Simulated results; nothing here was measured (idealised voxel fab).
Process module under the name voxel capacitor over wiring
Square cells of 5 nm make up the cross-section cut, whose width is 180 nm.
Just so we're on the same page, the cross-sections are grids of square cells, and they're listed out in bands top to bottom, each band one or more rows deep. Top height, bottom height, nm. Materials left to right, width each, nm. Single material + "all across" = fills band edge to edge. "empty" = empty. Heads up on the height convention: 0 is the point under which the incoming wafer is all one material, and the lowest band has no bottom, it just keeps going down, like "z 0 and below". Top row gets the first number, bottom row gets the second, and each row in between changes by the same step: that is how a band width like "30 to 40" works. Where a step carries "no modification", the cross-section came out of it unchanged, cell for cell. "Fully closed voids": empty spaces of 8 cells or more with no open way to the top, each given as width x height at distance, distance from the left edge, all in nm. Heads up: the bit after the settings on a step's line is the simulator's remark on that step. On any step carrying a mask, the "overlay nm" setting, if present on the step's line, tells how far right of its planned place the mask lay; negative values point to the left.

Planned process steps:
1,RECEIVE: material Si
2,CONFORMAL_DEP: material SiO2, thk nm 10
3,CONFORMAL_DEP: material SiCN, thk nm 5
4,DIRECTIONAL_DEP: material lowk, thk nm 20
5,MASKED_ETCH: tone open, mask id METAL_1, width nm 25, pitch nm 95, etch materials lowk, depth nm 20, overlay nm 0
6,MASKED_ETCH: tone open, mask id METAL_1, width nm 25, pitch nm 95, etch materials SiCN, depth nm 5, overlay nm 0
7,CONFORMAL_DEP: material TiN, thk nm 5
8,FILL_DEP: material Cu, thk nm 5
9,CMP: height nm 35
10,CONFORMAL_DEP: material SiCN, thk nm 5
11,DIRECTIONAL_DEP: material SiO2, thk nm 20
12,MASKED_ETCH: tone open, mask id PLUG_1, width nm 15, etch materials SiO2, depth nm 20, overlay nm 0
13,MASKED_ETCH: tone open, mask id PLUG_1, width nm 15, etch materials SiCN, depth nm 5, overlay nm 0
14,CONFORMAL_DEP: material TiN, thk nm 5
15,FILL_DEP: material W, thk nm 10
16,CMP: height nm 60
17,DIRECTIONAL_DEP: material TiN, thk nm 10
18,DIRECTIONAL_DEP: material SiN, thk nm 5
19,DIRECTIONAL_DEP: material TiN, thk nm 5
20,DIRECTIONAL_DEP: material aC, thk nm 15
21,PATTERN: tone cover, mask id UPPER_PLATE, material resist, width nm 75, thk nm 30, overlay nm 0
22,DIRECTIONAL_ETCH: etch materials aC, depth nm 15
23,STRIP: etch materials resist
24,DIRECTIONAL_ETCH: etch materials TiN, depth nm 5
25,DIRECTIONAL_ETCH: etch materials SiN, depth nm 5
26,STRIP: etch materials aC
27,PATTERN: tone cover, mask id LOWER_PLATE, material resist, width nm 85, thk nm 15, overlay nm -15
28,DIRECTIONAL_ETCH: etch materials TiN, depth nm 10
29,STRIP: etch materials resist
30,FILL_DEP: material SiO2, thk nm 15
31,CMP: height nm 90
32,DIRECTIONAL_DEP: material aC, thk nm 15
33,PATTERN: tone open, mask id PLUG_2, material resist, width nm 15, thk nm 35, overlay nm 0
34,DIRECTIONAL_ETCH: etch materials aC, depth nm 15
35,STRIP: etch materials resist
36,DIRECTIONAL_ETCH: etch materials SiO2, depth nm 10
37,STRIP: etch materials aC
38,CONFORMAL_DEP: material TiN, thk nm 5
39,FILL_DEP: material W, thk nm 10
40,CMP: height nm 90
41,CONFORMAL_DEP: material SiCN, thk nm 5
The overlay nm used in step 27 is not the same on every wafer, whereas the starting condition is; the value printed in the plan is the first wafer's.

As-received state after step 1, first of several wafers, cross-section:
z 0 and below = Si all across
Fully closed voids: none

End of the module, past its last step, step 41: how the first of several wafers looks in cross-section:
z 95 to 90 = SiCN all across
z 90 to 85 = SiO2=50 | TiN=5 | W=5 | TiN=5 | SiO2=115
z 85 to 75 = SiO2=50 to 40 | TiN=15 to 65 | SiO2=115 to 75
z 75 to 70 = SiO2=40 | SiN=75 | SiO2=65
z 70 to 60 = SiO2=20 | TiN=95 | SiO2=65
z 60 to 40 = SiO2=40 | TiN=5 | W=5 | TiN=5 | SiO2=125
z 40 to 35 = SiCN=40 | TiN=15 | SiCN=125
z 35 to 15 = lowk=30 | TiN=5 | Cu=15 | TiN=5 | lowk=70 | TiN=5 | Cu=15 | TiN=5 | lowk=30
z 15 to 10 = SiCN=30 | TiN=25 | SiCN=70 | TiN=25 | SiCN=30
z 10 to 0 = SiO2 all across
z 0 and below = Si all across
Fully closed voids: none

End of module: cross-section, last of several wafers:
z 95 to 90 = SiCN all across
z 90 to 85 = SiO2=50 | TiN=5 | W=5 | TiN=5 | SiO2=115
z 85 to 75 = SiO2=50 | TiN=15 to 65 | SiO2=115 to 65
z 75 to 70 = SiO2=40 | SiN=75 | SiO2=65
z 70 to 60 = SiO2=40 | TiN=95 | SiO2=45
z 60 to 40 = SiO2=40 | TiN=5 | W=5 | TiN=5 | SiO2=125
z 40 to 35 = SiCN=40 | TiN=15 | SiCN=125
z 35 to 15 = lowk=30 | TiN=5 | Cu=15 | TiN=5 | lowk=70 | TiN=5 | Cu=15 | TiN=5 | lowk=30
z 15 to 10 = SiCN=30 | TiN=25 | SiCN=70 | TiN=25 | SiCN=30
z 10 to 0 = SiO2 all across
z 0 and below = Si all across
Fully closed voids: none

The rows of the table below are wafers. Looking at the end of the module, a row counts, for every material, the cells the wafer has gained, shown as (+), or lost, shown as (-), since it was received; its closed voids come next:
overlay nm -15 | +24 Cu | +95 SiCN | +15 SiN | +348 SiO2 | +93 TiN | +5 W | +104 lowk | Fully closed voids: none
overlay nm -10 | +24 Cu | +95 SiCN | +15 SiN | +349 SiO2 | +92 TiN | +5 W | +104 lowk | Fully closed voids: none
overlay nm -5 | +24 Cu | +95 SiCN | +15 SiN | +350 SiO2 | +91 TiN | +5 W | +104 lowk | Fully closed voids: none
overlay nm 0 | +24 Cu | +95 SiCN | +15 SiN | +350 SiO2 | +91 TiN | +5 W | +104 lowk | Fully closed voids: none
overlay nm 5 | +24 Cu | +95 SiCN | +15 SiN | +350 SiO2 | +91 TiN | +5 W | +104 lowk | Fully closed voids: none
overlay nm 10 | +24 Cu | +95 SiCN | +15 SiN | +349 SiO2 | +92 TiN | +5 W | +104 lowk | Fully closed voids: none
overlay nm 15 | +24 Cu | +95 SiCN | +15 SiN | +348 SiO2 | +93 TiN | +5 W | +104 lowk | Fully closed voids: none
